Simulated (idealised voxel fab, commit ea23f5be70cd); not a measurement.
A process module follows: voxel tone inversion.
The width of the displayed cross-section, cut, is 285 nm; its cells are square, with a size of 5 nm.
A cross-section in this document is a grid of square cells, and it is written down as bands, the top band listed before the ones below it; a band is made up of one or more rows of cells.
Within each band entry, the heights of the top and of the bottom of the band appear first, in that order and in nm; the materials of the band then follow from left to right, each with its corresponding width in nm. The designation "everywhere" on a single material indicates that it fills the band from edge to edge; the designation "blank" indicates empty space.
It should be noted that heights are counted from 0, beneath which the wafer as supplied is of one material throughout, and that the lowest band possesses no lower boundary but continues downward, as written in "top 0, no bottom".
Width spec "30..40" -> top row of cells at first value, bottom row at second value, equal per-row change in between.
"nothing was modified", as given for a step, is the statement that not any cell of the cross-section underwent a change during that step.
The label "Sealed-off cavities" introduces a list of the empty spaces, 8 cells or larger, that have no open way up to the top; each entry in it reads width x height at distance, where the distance is taken from the left edge and all three are stated in nm.
What comes after the settings on a step's line is commentary from the simulator itself on that step.
overlay nm, on a step with a mask: how far to the right of its planned place the mask lay; to the left if negative
Layout of what follows: cross-section pairs, each bracketing one process step, the after cross-section shown only to the lowest band that changed, the step between and its settings noted under each pair. Pairs may originate in different runs of this module on the same starting wafer; a pair continues from the pair above only where its entry headed "Before processing step" says so.

[Before processing step]
  top 0, no bottom: Si everywhere
  Sealed-off cavities: none

[Result of Step]
  top 10, bottom 0: SiN everywhere
  Heights below 0 show no change.
  Sealed-off cavities: none
Between the two cross-sections shown above, the process step is CONFORMAL_DEP | material SiN | thk nm 10

Before processing step: For the state before this step, see the after cross-section of the pair located directly above.

[Result of Step]
  top 25, bottom 10: aC everywhere
  Heights below 10 show no change.
  Sealed-off cavities: none
Between the two cross-sections shown above, the process step is DIRECTIONAL_DEP | material aC | thk nm 15

Before processing step: For the state before this step, see the after cross-section of the pair located directly above.

[Result of Step]
  top 45, bottom 25: 115 blank / 20 resist / 15 blank / 20 resist / 115 blank
  Heights below 25 show no change.
  Sealed-off cavities: none
Between the two cross-sections shown above, the process step is PATTERN | tone cover | mask id POSTS | material resist | width nm 20 | pitch nm 35 | thk nm 20 | overlay nm 0

Before processing step: For the state before this step, see the after cross-section of the pair located directly above.

[Result of Step]
  top 30, bottom 25: 115 blank / 20 resist / 15 blank / 20 resist / 115 blank
  top 25, bottom 10: 115 blank / 20 aC / 15 blank / 20 aC / 115 blank
  Heights below 10 show no change.
  Sealed-off cavities: none
Between the two cross-sections shown above, the process step is DIRECTIONAL_ETCH | etch materials aC | depth nm 15

Before processing step: For the state before this step, see the after cross-section of the pair located directly above.

[Result of Step]
  top 25, bottom 10: 115 blank / 20 aC / 15 blank / 20 aC / 115 blank
  Heights below 10 show no change.
  Sealed-off cavities: none
Between the two cross-sections shown above, the process step is STRIP | etch materials resist

Before processing step: For the state before this step, see the after cross-section of the pair located directly above.

[Result of Step]
  top 35, bottom 25: lowk everywhere
  top 25, bottom 10: 115 lowk / 20 aC / 15 lowk / 20 aC / 115 lowk
  Heights below 10 show no change.
  Sealed-off cavities: none
Between the two cross-sections shown above, the process step is FILL_DEP | material lowk | thk nm 10

Before processing step: For the state before this step, see the after cross-section of the pair located directly above.

[Result of Step]
  top 25, bottom 10: 115 lowk / 20 aC / 15 lowk / 20 aC / 115 lowk
  Heights below 10 show no change.
  Sealed-off cavities: none
Between the two cross-sections shown above, the process step is CMP | height nm 25

Before processing step: For the state before this step, see the after cross-section of the pair located directly above.

[Result of Step]
  top 25, bottom 10: 115 lowk / 20 blank / 15 lowk / 20 blank / 115 lowk
  Heights below 10 show no change.
  Sealed-off cavities: none
Between the two cross-sections shown above, the process step is STRIP | etch materials aC

Before processing step: For the state before this step, see the after cross-section of the pair located directly above.

[Result of Step]
  top 30, bottom 25: 120 TiN / 10 blank / 25 TiN / 10 blank / 120 TiN
  top 25, bottom 15: 115 lowk / 5 TiN / 10 blank / 5 TiN / 15 lowk / 5 TiN / 10 blank / 5 TiN / 115 lowk
  top 15, bottom 10: 115 lowk / 20 TiN / 15 lowk / 20 TiN / 115 lowk
  Heights below 10 show no change.
  Sealed-off cavities: none
Between the two cross-sections shown above, the process step is CONFORMAL_DEP | material TiN | thk nm 5

Before processing step: For the state before this step, see the after cross-section of the pair located directly above.

[Result of Step]
  top 40, bottom 30: W everywhere
  top 30, bottom 25: 120 TiN / 10 W / 25 TiN / 10 W / 120 TiN
  top 25, bottom 15: 115 lowk / 5 TiN / 10 W / 5 TiN / 15 lowk / 5 TiN / 10 W / 5 TiN / 115 lowk
  Heights below 15 show no change.
  Sealed-off cavities: none
Between the two cross-sections shown above, the process step is FILL_DEP | material W | thk nm 10

Before processing step: For the state before this step, see the after cross-section of the pair located directly above.

[Result of Step]
  top 25, bottom 15: 115 lowk / 5 TiN / 10 W / 5 TiN / 15 lowk / 5 TiN / 10 W / 5 TiN / 115 lowk
  Heights below 15 show no change.
  Sealed-off cavities: none
Between the two cross-sections shown above, the process step is CMP | height nm 25

Before processing step: For the state before this step, see the after cross-section of the pair located directly above.

[Result of Step]
  top 30, bottom 25: SiN everywhere
  Heights below 25 show no change.
  Sealed-off cavities: none
Between the two cross-sections shown above, the process step is CONFORMAL_DEP | material SiN | thk nm 5

[Before processing step]
  top 40, bottom 30: W everywhere
  top 30, bottom 25: 120 TiN / 10 W / 25 TiN / 10 W / 120 TiN
  top 25, bottom 15: 115 lowk / 5 TiN / 10 W / 5 TiN / 15 lowk / 5 TiN / 10 W / 5 TiN / 115 lowk
  top 15, bottom 10: 115 lowk / 20 TiN / 15 lowk / 20 TiN / 115 lowk
  top 10, bottom 0: SiN everywhere
  top 0, no bottom: Si everywhere
  Sealed-off cavities: none

[Result of Step]
  top 45, bottom 40: SiN everywhere
  Heights below 40 show no change.
  Sealed-off cavities: none
Between the two cross-sections shown above, the process step is CONFORMAL_DEP | material SiN | thk nm 5

[Before processing step]
  top 0, no bottom: Si everywhere
  Sealed-off cavities: none

[Result of Step]
  top 15, bottom 0: aC everywhere
  Heights below 0 show no change.
  Sealed-off cavities: none
Between the two cross-sections shown above, the process step is DIRECTIONAL_DEP | material aC | thk nm 15

Before processing step: For the state before this step, see the after cross-section of the pair located directly above.

[Result of Step]
  top 25, bottom 15: SiN everywhere
  Heights below 15 show no change.
  Sealed-off cavities: none
Between the two cross-sections shown above, the process step is CONFORMAL_DEP | material SiN | thk nm 10

Before processing step: For the state before this step, see the after cross-section of the pair located directly above.

[Result of Step]
  top 45, bottom 25: 115 blank / 20 resist / 15 blank / 20 resist / 115 blank
  Heights below 25 show no change.
  Sealed-off cavities: none
Between the two cross-sections shown above, the process step is PATTERN | tone cover | mask id POSTS | material resist | width nm 20 | pitch nm 35 | thk nm 20 | overlay nm 0

Before processing step: For the state before this step, see the after cross-section of the pair located directly above.

[Result of Step]
  top 30, bottom 25: 115 blank / 20 resist / 15 blank / 20 resist / 115 blank
  Heights below 25 show no change.
  Sealed-off cavities: none
Between the two cross-sections shown above, the process step is DIRECTIONAL_ETCH | etch materials aC | depth nm 15

Before processing step: For the state before this step, see the after cross-section of the pair located directly above.

[Result of Step]
  top 25, bottom 15: SiN everywhere
  Heights below 15 show no change.
  Sealed-off cavities: none
Between the two cross-sections shown above, the process step is STRIP | etch materials resist

Before processing step: For the state before this step, see the after cross-section of the pair located directly above.

[Result of Step]
  top 35, bottom 25: lowk everywhere
  Heights below 25 show no change.
  Sealed-off cavities: none
Between the two cross-sections shown above, the process step is FILL_DEP | material lowk | thk nm 10

Before processing step: For the state before this step, see the after cross-section of the pair located directly above.

[Result of Step]
  top 25, bottom 15: SiN everywhere
  Heights below 15 show no change.
  Sealed-off cavities: none
Between the two cross-sections shown above, the process step is CMP | height nm 25

Before processing step: For the state before this step, see the after cross-section of the pair located directly above.

[Result of Step]
  top 30, bottom 25: TiN everywhere
  Heights below 25 show no change.
  Sealed-off cavities: none
Between the two cross-sections shown above, the process step is CONFORMAL_DEP | material TiN | thk nm 5

Before processing step: For the state before this step, see the after cross-section of the pair located directly above.

[Result of Step]
  top 40, bottom 30: W everywhere
  Heights below 30 show no change.
  Sealed-off cavities: none
Between the two cross-sections shown above, the process step is FILL_DEP | material W | thk nm 10

Before processing step: For the state before this step, see the after cross-section of the pair located directly above.

[Result of Step]
  top 25, bottom 15: SiN everywhere
  Heights below 15 show no change.
  Sealed-off cavities: none
Between the two cross-sections shown above, the process step is CMP | height nm 25

Before processing step: For the state before this step, see the after cross-section of the pair located directly above.

[Result of Step]
  top 30, bottom 15: SiN everywhere
  Heights below 15 show no change.
  Sealed-off cavities: none
Between the two cross-sections shown above, the process step is CONFORMAL_DEP | material SiN | thk nm 5

[Before processing step]
  top 35, bottom 25: lowk everywhere
  top 25, bottom 10: 115 lowk / 20 aC / 15 lowk / 20 aC / 115 lowk
  top 10, bottom 0: SiN everywhere
  top 0, no bottom: Si everywhere
  Sealed-off cavities: none

[Result of Step]
  top 20, bottom 10: 115 lowk / 20 aC / 15 lowk / 20 aC / 115 lowk
  Heights below 10 show no change.
  Sealed-off cavities: none
Between the two cross-sections shown above, the process step is CMP | height nm 20

Before processing step: For the state before this step, see the after cross-section of the pair located directly above.

[Result of Step]
  top 20, bottom 10: 115 lowk / 20 blank / 15 lowk / 20 blank / 115 lowk
  Heights below 10 show no change.
  Sealed-off cavities: none
Between the two cross-sections shown above, the process step is STRIP | etch materials aC

Before processing step: For the state before this step, see the after cross-section of the pair located directly above.

[Result of Step]
  top 25, bottom 20: 120 TiN / 10 blank / 25 TiN / 10 blank / 120 TiN
  top 20, bottom 15: 115 lowk / 5 TiN / 10 blank / 5 TiN / 15 lowk / 5 TiN / 10 blank / 5 TiN / 115 lowk
  top 15, bottom 10: 115 lowk / 20 TiN / 15 lowk / 20 TiN / 115 lowk
  Heights below 10 show no change.
  Sealed-off cavities: none
Between the two cross-sections shown above, the process step is CONFORMAL_DEP | material TiN | thk nm 5

Before processing step: For the state before this step, see the after cross-section of the pair located directly above.

[Result of Step]
  top 35, bottom 25: W everywhere
  top 25, bottom 20: 120 TiN / 10 W / 25 TiN / 10 W / 120 TiN
  top 20, bottom 15: 115 lowk / 5 TiN / 10 W / 5 TiN / 15 lowk / 5 TiN / 10 W / 5 TiN / 115 lowk
  Heights below 15 show no change.
  Sealed-off cavities: none
Between the two cross-sections shown above, the process step is FILL_DEP | material W | thk nm 10

Before processing step: For the state before this step, see the after cross-section of the pair located directly above.

[Result of Step]
  top 25, bottom 20: 120 TiN / 10 W / 25 TiN / 10 W / 120 TiN
  Heights below 20 show no change.
  Sealed-off cavities: none
Between the two cross-sections shown above, the process step is CMP | height nm 25

Before processing step: For the state before this step, see the after cross-section of the pair located directly above.

[Result of Step]
  top 30, bottom 25: SiN everywhere
  Heights below 25 show no change.
  Sealed-off cavities: none
Between the two cross-sections shown above, the process step is CONFORMAL_DEP | material SiN | thk nm 5

[Before processing step]
  top 25, bottom 10: aC everywhere
  top 10, bottom 0: SiN everywhere
  top 0, no bottom: Si everywhere
  Sealed-off cavities: none

[Result of Step]
  top 45, bottom 25: 120 blank / 15 resist / 20 blank / 15 resist / 115 blank
  Heights below 25 show no change.
  Sealed-off cavities: none
Between the two cross-sections shown above, the process step is PATTERN | tone cover | mask id POSTS | material resist | width nm 15 | pitch nm 35 | thk nm 20 | overlay nm 0

Before processing step: For the state before this step, see the after cross-section of the pair located directly above.

[Result of Step]
  top 30, bottom 25: 120 blank / 15 resist / 20 blank / 15 resist / 115 blank
  top 25, bottom 10: 120 blank / 15 aC / 20 blank / 15 aC / 115 blank
  Heights below 10 show no change.
  Sealed-off cavities: none
Between the two cross-sections shown above, the process step is DIRECTIONAL_ETCH | etch materials aC | depth nm 15

Before processing step: For the state before this step, see the after cross-section of the pair located directly above.

[Result of Step]
  top 25, bottom 10: 120 blank / 15 aC / 20 blank / 15 aC / 115 blank
  Heights below 10 show no change.
  Sealed-off cavities: none
Between the two cross-sections shown above, the process step is STRIP | etch materials resist

Before processing step: For the state before this step, see the after cross-section of the pair located directly above.

[Result of Step]
  top 35, bottom 25: lowk everywhere
  top 25, bottom 10: 120 lowk / 15 aC / 20 lowk / 15 aC / 115 lowk
  Heights below 10 show no change.
  Sealed-off cavities: none
Between the two cross-sections shown above, the process step is FILL_DEP | material lowk | thk nm 10

Before processing step: For the state before this step, see the after cross-section of the pair located directly above.

[Result of Step]
  top 25, bottom 10: 120 lowk / 15 aC / 20 lowk / 15 aC / 115 lowk
  Heights below 10 show no change.
  Sealed-off cavities: none
Between the two cross-sections shown above, the process step is CMP | height nm 25

Before processing step: For the state before this step, see the after cross-section of the pair located directly above.

[Result of Step]
  top 25, bottom 10: 120 lowk / 15 blank / 20 lowk / 15 blank / 115 lowk
  Heights below 10 show no change.
  Sealed-off cavities: none
Between the two cross-sections shown above, the process step is STRIP | etch materials aC

Before processing step: For the state before this step, see the after cross-section of the pair located directly above.

[Result of Step]
  top 30, bottom 25: 125 TiN / 5 blank / 30 TiN / 5 blank / 120 TiN
  top 25, bottom 15: 120 lowk / 5 TiN / 5 blank / 5 TiN / 20 lowk / 5 TiN / 5 blank / 5 TiN / 115 lowk
  top 15, bottom 10: 120 lowk / 15 TiN / 20 lowk / 15 TiN / 115 lowk
  Heights below 10 show no change.
  Sealed-off cavities: none
Between the two cross-sections shown above, the process step is CONFORMAL_DEP | material TiN | thk nm 5

Before processing step: For the state before this step, see the after cross-section of the pair located directly above.

[Result of Step]
  top 40, bottom 30: W everywhere
  top 30, bottom 25: 125 TiN / 5 W / 30 TiN / 5 W / 120 TiN
  top 25, bottom 15: 120 lowk / 5 TiN / 5 W / 5 TiN / 20 lowk / 5 TiN / 5 W / 5 TiN / 115 lowk
  Heights below 15 show no change.
  Sealed-off cavities: none
Between the two cross-sections shown above, the process step is FILL_DEP | material W | thk nm 10

Before processing step: For the state before this step, see the after cross-section of the pair located directly above.

[Result of Step]
  top 25, bottom 15: 120 lowk / 5 TiN / 5 W / 5 TiN / 20 lowk / 5 TiN / 5 W / 5 TiN / 115 lowk
  Heights below 15 show no change.
  Sealed-off cavities: none
Between the two cross-sections shown above, the process step is CMP | height nm 25

Before processing step: For the state before this step, see the after cross-section of the pair located directly above.

[Result of Step]
  top 30, bottom 25: SiN everywhere
  Heights below 25 show no change.
  Sealed-off cavities: none
Between the two cross-sections shown above, the process step is CONFORMAL_DEP | material SiN | thk nm 5

[Before processing step]
  top 25, bottom 10: aC everywhere
  top 10, bottom 0: SiN everywhere
  top 0, no bottom: Si everywhere
  Sealed-off cavities: none

[Result of Step]
  top 45, bottom 25: 120 blank / 20 resist / 15 blank / 20 resist / 110 blank
  Heights below 25 show no change.
  Sealed-off cavities: none
Between the two cross-sections shown above, the process step is PATTERN | tone cover | mask id POSTS | material resist | width nm 20 | pitch nm 35 | thk nm 20 | overlay nm 5

Before processing step: For the state before this step, see the after cross-section of the pair located directly above.

[Result of Step]
  top 30, bottom 25: 120 blank / 20 resist / 15 blank / 20 resist / 110 blank
  top 25, bottom 10: 120 blank / 20 aC / 15 blank / 20 aC / 110 blank
  Heights below 10 show no change.
  Sealed-off cavities: none
Between the two cross-sections shown above, the process step is DIRECTIONAL_ETCH | etch materials aC | depth nm 15

Before processing step: For the state before this step, see the after cross-section of the pair located directly above.

[Result of Step]
  top 25, bottom 10: 120 blank / 20 aC / 15 blank / 20 aC / 110 blank
  Heights below 10 show no change.
  Sealed-off cavities: none
Between the two cross-sections shown above, the process step is STRIP | etch materials resist

Before processing step: For the state before this step, see the after cross-section of the pair located directly above.

[Result of Step]
  top 35, bottom 25: lowk everywhere
  top 25, bottom 10: 120 lowk / 20 aC / 15 lowk / 20 aC / 110 lowk
  Heights below 10 show no change.
  Sealed-off cavities: none
Between the two cross-sections shown above, the process step is FILL_DEP | material lowk | thk nm 10

Before processing step: For the state before this step, see the after cross-section of the pair located directly above.

[Result of Step]
  top 25, bottom 10: 120 lowk / 20 aC / 15 lowk / 20 aC / 110 lowk
  Heights below 10 show no change.
  Sealed-off cavities: none
Between the two cross-sections shown above, the process step is CMP | height nm 25

Before processing step: For the state before this step, see the after cross-section of the pair located directly above.

[Result of Step]
  top 25, bottom 10: 120 lowk / 20 blank / 15 lowk / 20 blank / 110 lowk
  Heights below 10 show no change.
  Sealed-off cavities: none
Between the two cross-sections shown above, the process step is STRIP | etch materials aC

Before processing step: For the state before this step, see the after cross-section of the pair located directly above.

[Result of Step]
  top 30, bottom 25: 125 TiN / 10 blank / 25 TiN / 10 blank / 115 TiN
  top 25, bottom 15: 120 lowk / 5 TiN / 10 blank / 5 TiN / 15 lowk / 5 TiN / 10 blank / 5 TiN / 110 lowk
  top 15, bottom 10: 120 lowk / 20 TiN / 15 lowk / 20 TiN / 110 lowk
  Heights below 10 show no change.
  Sealed-off cavities: none
Between the two cross-sections shown above, the process step is CONFORMAL_DEP | material TiN | thk nm 5

Before processing step: For the state before this step, see the after cross-section of the pair located directly above.

[Result of Step]
  top 40, bottom 30: W everywhere
  top 30, bottom 25: 125 TiN / 10 W / 25 TiN / 10 W / 115 TiN
  top 25, bottom 15: 120 lowk / 5 TiN / 10 W / 5 TiN / 15 lowk / 5 TiN / 10 W / 5 TiN / 110 lowk
  Heights below 15 show no change.
  Sealed-off cavities: none
Between the two cross-sections shown above, the process step is FILL_DEP | material W | thk nm 10

Before processing step: For the state before this step, see the after cross-section of the pair located directly above.

[Result of Step]
  top 25, bottom 15: 120 lowk / 5 TiN / 10 W / 5 TiN / 15 lowk / 5 TiN / 10 W / 5 TiN / 110 lowk
  Heights below 15 show no change.
  Sealed-off cavities: none
Between the two cross-sections shown above, the process step is CMP | height nm 25

Before processing step: For the state before this step, see the after cross-section of the pair located directly above.

[Result of Step]
  top 30, bottom 25: SiN everywhere
  Heights below 25 show no change.
  Sealed-off cavities: none
Between the two cross-sections shown above, the process step is CONFORMAL_DEP | material SiN | thk nm 5

[Before processing step]
  top 0, no bottom: Si everywhere
  Sealed-off cavities: none

[Result of Step]
  top 10, bottom 0: TiN everywhere
  Heights below 0 show no change.
  Sealed-off cavities: none
Between the two cross-sections shown above, the process step is CONFORMAL_DEP | material TiN | thk nm 10

Before processing step: For the state before this step, see the after cross-section of the pair located directly above.

[Result of Step]
  top 25, bottom 10: aC everywhere
  Heights below 10 show no change.
  Sealed-off cavities: none
Between the two cross-sections shown above, the process step is DIRECTIONAL_DEP | material aC | thk nm 15

Before processing step: For the state before this step, see the after cross-section of the pair located directly above.

[Result of Step]
  top 45, bottom 25: 115 blank / 20 resist / 15 blank / 20 resist / 115 blank
  Heights below 25 show no change.
  Sealed-off cavities: none
Between the two cross-sections shown above, the process step is PATTERN | tone cover | mask id POSTS | material resist | width nm 20 | pitch nm 35 | thk nm 20 | overlay nm 0

Before processing step: For the state before this step, see the after cross-section of the pair located directly above.

[Result of Step]
  top 30, bottom 25: 115 blank / 20 resist / 15 blank / 20 resist / 115 blank
  top 25, bottom 10: 115 blank / 20 aC / 15 blank / 20 aC / 115 blank
  Heights below 10 show no change.
  Sealed-off cavities: none
Between the two cross-sections shown above, the process step is DIRECTIONAL_ETCH | etch materials aC | depth nm 15

Before processing step: For the state before this step, see the after cross-section of the pair located directly above.

[Result of Step]
  top 25, bottom 10: 115 blank / 20 aC / 15 blank / 20 aC / 115 blank
  Heights below 10 show no change.
  Sealed-off cavities: none
Between the two cross-sections shown above, the process step is STRIP | etch materials resist

Before processing step: For the state before this step, see the after cross-section of the pair located directly above.

[Result of Step]
  top 35, bottom 25: lowk everywhere
  top 25, bottom 10: 115 lowk / 20 aC / 15 lowk / 20 aC / 115 lowk
  Heights below 10 show no change.
  Sealed-off cavities: none
Between the two cross-sections shown above, the process step is FILL_DEP | material lowk | thk nm 10

Before processing step: For the state before this step, see the after cross-section of the pair located directly above.

[Result of Step]
  top 25, bottom 10: 115 lowk / 20 aC / 15 lowk / 20 aC / 115 lowk
  Heights below 10 show no change.
  Sealed-off cavities: none
Between the two cross-sections shown above, the process step is CMP | height nm 25

Before processing step: For the state before this step, see the after cross-section of the pair located directly above.

[Result of Step]
  top 25, bottom 10: 115 lowk / 20 blank / 15 lowk / 20 blank / 115 lowk
  Heights below 10 show no change.
  Sealed-off cavities: none
Between the two cross-sections shown above, the process step is STRIP | etch materials aC

Before processing step: For the state before this step, see the after cross-section of the pair located directly above.

[Result of Step]
  top 30, bottom 25: 120 TiN / 10 blank / 25 TiN / 10 blank / 120 TiN
  top 25, bottom 15: 115 lowk / 5 TiN / 10 blank / 5 TiN / 15 lowk / 5 TiN / 10 blank / 5 TiN / 115 lowk
  top 15, bottom 10: 115 lowk / 20 TiN / 15 lowk / 20 TiN / 115 lowk
  Heights below 10 show no change.
  Sealed-off cavities: none
Between the two cross-sections shown above, the process step is CONFORMAL_DEP | material TiN | thk nm 5

Before processing step: For the state before this step, see the after cross-section of the pair located directly above.

[Result of Step]
  top 40, bottom 30: W everywhere
  top 30, bottom 25: 120 TiN / 10 W / 25 TiN / 10 W / 120 TiN
  top 25, bottom 15: 115 lowk / 5 TiN / 10 W / 5 TiN / 15 lowk / 5 TiN / 10 W / 5 TiN / 115 lowk
  Heights below 15 show no change.
  Sealed-off cavities: none
Between the two cross-sections shown above, the process step is FILL_DEP | material W | thk nm 10

Before processing step: For the state before this step, see the after cross-section of the pair located directly above.

[Result of Step]
  top 25, bottom 15: 115 lowk / 5 TiN / 10 W / 5 TiN / 15 lowk / 5 TiN / 10 W / 5 TiN / 115 lowk
  Heights below 15 show no change.
  Sealed-off cavities: none
Between the two cross-sections shown above, the process step is CMP | height nm 25

Before processing step: For the state before this step, see the after cross-section of the pair located directly above.

[Result of Step]
  top 30, bottom 25: SiN everywhere
  Heights below 25 show no change.
  Sealed-off cavities: none
Between the two cross-sections shown above, the process step is CONFORMAL_DEP | material SiN | thk nm 5

[Before processing step]
  top 25, bottom 10: aC everywhere
  top 10, bottom 0: SiN everywhere
  top 0, no bottom: Si everywhere
  Sealed-off cavities: none

[Result of Step]
  top 45, bottom 25: 115 resist / 20 blank / 15 resist / 20 blank / 115 resist
  Heights below 25 show no change.
  Sealed-off cavities: none
Between the two cross-sections shown above, the process step is PATTERN | tone open | mask id POSTS | material resist | width nm 20 | pitch nm 35 | thk nm 20 | overlay nm 0

Before processing step: For the state before this step, see the after cross-section of the pair located directly above.

[Result of Step]
  top 30, bottom 25: 115 resist / 20 blank / 15 resist / 20 blank / 115 resist
  top 25, bottom 10: 115 aC / 20 blank / 15 aC / 20 blank / 115 aC
  Heights below 10 show no change.
  Sealed-off cavities: none
Between the two cross-sections shown above, the process step is DIRECTIONAL_ETCH | etch materials aC | depth nm 15

Before processing step: For the state before this step, see the after cross-section of the pair located directly above.

[Result of Step]
  top 25, bottom 10: 115 aC / 20 blank / 15 aC / 20 blank / 115 aC
  Heights below 10 show no change.
  Sealed-off cavities: none
Between the two cross-sections shown above, the process step is STRIP | etch materials resist

Before processing step: For the state before this step, see the after cross-section of the pair located directly above.

[Result of Step]
  top 35, bottom 25: lowk everywhere
  top 25, bottom 10: 115 aC / 20 lowk / 15 aC / 20 lowk / 115 aC
  Heights below 10 show no change.
  Sealed-off cavities: none
Between the two cross-sections shown above, the process step is FILL_DEP | material lowk | thk nm 10

Before processing step: For the state before this step, see the after cross-section of the pair located directly above.

[Result of Step]
  top 25, bottom 10: 115 aC / 20 lowk / 15 aC / 20 lowk / 115 aC
  Heights below 10 show no change.
  Sealed-off cavities: none
Between the two cross-sections shown above, the process step is CMP | height nm 25

Before processing step: For the state before this step, see the after cross-section of the pair located directly above.

[Result of Step]
  top 25, bottom 10: 115 blank / 20 lowk / 15 blank / 20 lowk / 115 blank
  Heights below 10 show no change.
  Sealed-off cavities: none
Between the two cross-sections shown above, the process step is STRIP | etch materials aC

Before processing step: For the state before this step, see the after cross-section of the pair located directly above.

[Result of Step]
  top 30, bottom 25: 110 blank / 30 TiN / 5 blank / 30 TiN / 110 blank
  top 25, bottom 15: 110 blank / 5 TiN / 20 lowk / 5 TiN / 5 blank / 5 TiN / 20 lowk / 5 TiN / 110 blank
  top 15, bottom 10: 115 TiN / 20 lowk / 15 TiN / 20 lowk / 115 TiN
  Heights below 10 show no change.
  Sealed-off cavities: none
Between the two cross-sections shown above, the process step is CONFORMAL_DEP | material TiN | thk nm 5

Before processing step: For the state before this step, see the after cross-section of the pair located directly above.

[Result of Step]
  top 40, bottom 30: W everywhere
  top 30, bottom 25: 110 W / 30 TiN / 5 W / 30 TiN / 110 W
  top 25, bottom 15: 110 W / 5 TiN / 20 lowk / 5 TiN / 5 W / 5 TiN / 20 lowk / 5 TiN / 110 W
  Heights below 15 show no change.
  Sealed-off cavities: none
Between the two cross-sections shown above, the process step is FILL_DEP | material W | thk nm 10

Before processing step: For the state before this step, see the after cross-section of the pair located directly above.

[Result of Step]
  top 25, bottom 15: 110 W / 5 TiN / 20 lowk / 5 TiN / 5 W / 5 TiN / 20 lowk / 5 TiN / 110 W
  Heights below 15 show no change.
  Sealed-off cavities: none
Between the two cross-sections shown above, the process step is CMP | height nm 25

Before processing step: For the state before this step, see the after cross-section of the pair located directly above.

[Result of Step]
  top 30, bottom 25: SiN everywhere
  Heights below 25 show no change.
  Sealed-off cavities: none
Between the two cross-sections shown above, the process step is CONFORMAL_DEP | material SiN | thk nm 5
